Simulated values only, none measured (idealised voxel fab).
Process module, titled voxel gate over fins
225 nm wide, 5 nm square cells: that's cross-section cut.
Cross-section = grid of square cells, listed top down in bands; band = one or more rows.
It is stipulated that each band's entry specify, in nanometres, the height of the top of the band and then that of its bottom, followed by the materials of the band in left-to-right sequence, each together with its width in nanometres. A single material marked by the word "throughout" is understood to fill the band from edge to edge; the word "blank" is understood to denote empty space.
Height is counted from the level 0, under which the received wafer is composed throughout of one material. The lowest of the bands is not closed at the bottom but continues downward, in the notation "top 0, no bottom".
Graded width ("30->40"): value in top row of band = first number; value in bottom row = second number; row-to-row change constant.
For the purposes of this document, the phrase "remains unaltered" attached to a step denotes that no cell within the cross-section was modified by that step.
In "Fully sealed cavities" the enclosed voids are listed, meaning empty spaces of 8 cells or larger without any opening to the top. The form is width x height at distance, distance from the left edge, units nm.
Post-settings text on a step line: simulator's own remark regarding the step.
overlay nm: step with mask; distance mask lay right of planned place; negative value = left of planned place.
Set out below are the planned steps of the process:
1,RECEIVE (material Si)
2,CONFORMAL_DEP (material SiN; thk nm 5)
3,PATTERN (tone cover; mask id FINS; material resist; width nm 15; pitch nm 45; thk nm 15; overlay nm 0)
4,DIRECTIONAL_ETCH (etch materials SiN; depth nm 5)
5,DIRECTIONAL_ETCH (etch materials Si; depth nm 30)
6,STRIP (etch materials resist)
7,OXIDIZE (depth nm 5)
8,FILL_DEP (material SiO2; thk nm 10)
9,CMP (height nm 5)
10,SELECTIVE_ETCH (etch materials SiO2; depth nm 20)
11,STRIP (etch materials SiN)
12,CONFORMAL_DEP (material HfO2; thk nm 5)
13,CONFORMAL_DEP (material TiN; thk nm 5)
14,CONFORMAL_DEP (material TiAl; thk nm 5)
15,CONFORMAL_DEP (material TiN; thk nm 5)
16,FILL_DEP (material W; thk nm 15)
17,CMP (height nm 30)
18,CONFORMAL_DEP (material SiCN; thk nm 5)
Cross-sectional view of the wafer in its as-received condition, corresponding to the state after step 1:
* top 0, no bottom  Si throughout
* Fully sealed cavities: none
Cross-section at module end, one run error; start and plan unchanged from above:
* top 35, bottom 30  SiCN throughout
* top 30, bottom 20  W throughout
* top 20, bottom 15  15 of W  190 of TiN  20 of W
* top 15, bottom 10  15 of W  5 of TiN  180 of TiAl  5 of TiN  20 of W
* top 10, bottom 5  15 of W  5 of TiN  5 of TiAl  35 of TiN  10 of TiAl  35 of TiN  10 of TiAl  35 of TiN  10 of TiAl  35 of TiN  5 of TiAl  5 of TiN  20 of W
* top 5, bottom 0  20 of TiN  5 of TiAl  5 of TiN  25 of HfO2  5 of TiN  10 of TiAl  5 of TiN  25 of HfO2  5 of TiN  10 of TiAl  5 of TiN  25 of HfO2  5 of TiN  10 of TiAl  5 of TiN  25 of HfO2  5 of TiN  5 of TiAl  25 of TiN
* top 0, bottom -5  25 of TiAl  5 of TiN  5 of HfO2  15 of Si  5 of HfO2  5 of TiN  10 of TiAl  5 of TiN  5 of HfO2  15 of Si  5 of HfO2  5 of TiN  10 of TiAl  5 of TiN  5 of HfO2  15 of Si  5 of HfO2  5 of TiN  10 of TiAl  5 of TiN  5 of HfO2  15 of Si  5 of HfO2  5 of TiN  30 of TiAl
* top -5, bottom -10  30 of TiN  5 of HfO2  15 of Si  5 of HfO2  20 of TiN  5 of HfO2  15 of Si  5 of HfO2  20 of TiN  5 of HfO2  15 of Si  5 of HfO2  20 of TiN  5 of HfO2  15 of Si  5 of HfO2  35 of TiN
* top -10, bottom -15  35 of HfO2  15 of Si  30 of HfO2  15 of Si  30 of HfO2  15 of Si  30 of HfO2  15 of Si  40 of HfO2
* top -15, bottom -35  35 of SiO2  15 of Si  30 of SiO2  15 of Si  30 of SiO2  15 of Si  30 of SiO2  15 of Si  40 of SiO2
* top -35, no bottom  Si throughout
* Fully sealed cavities: none
What went wrong in running the wafer? contrary to plan, step 3 was performed as PATTERN (tone cover; mask id FINS; material resist; width nm 25; pitch nm 45; thk nm 15; overlay nm 0)
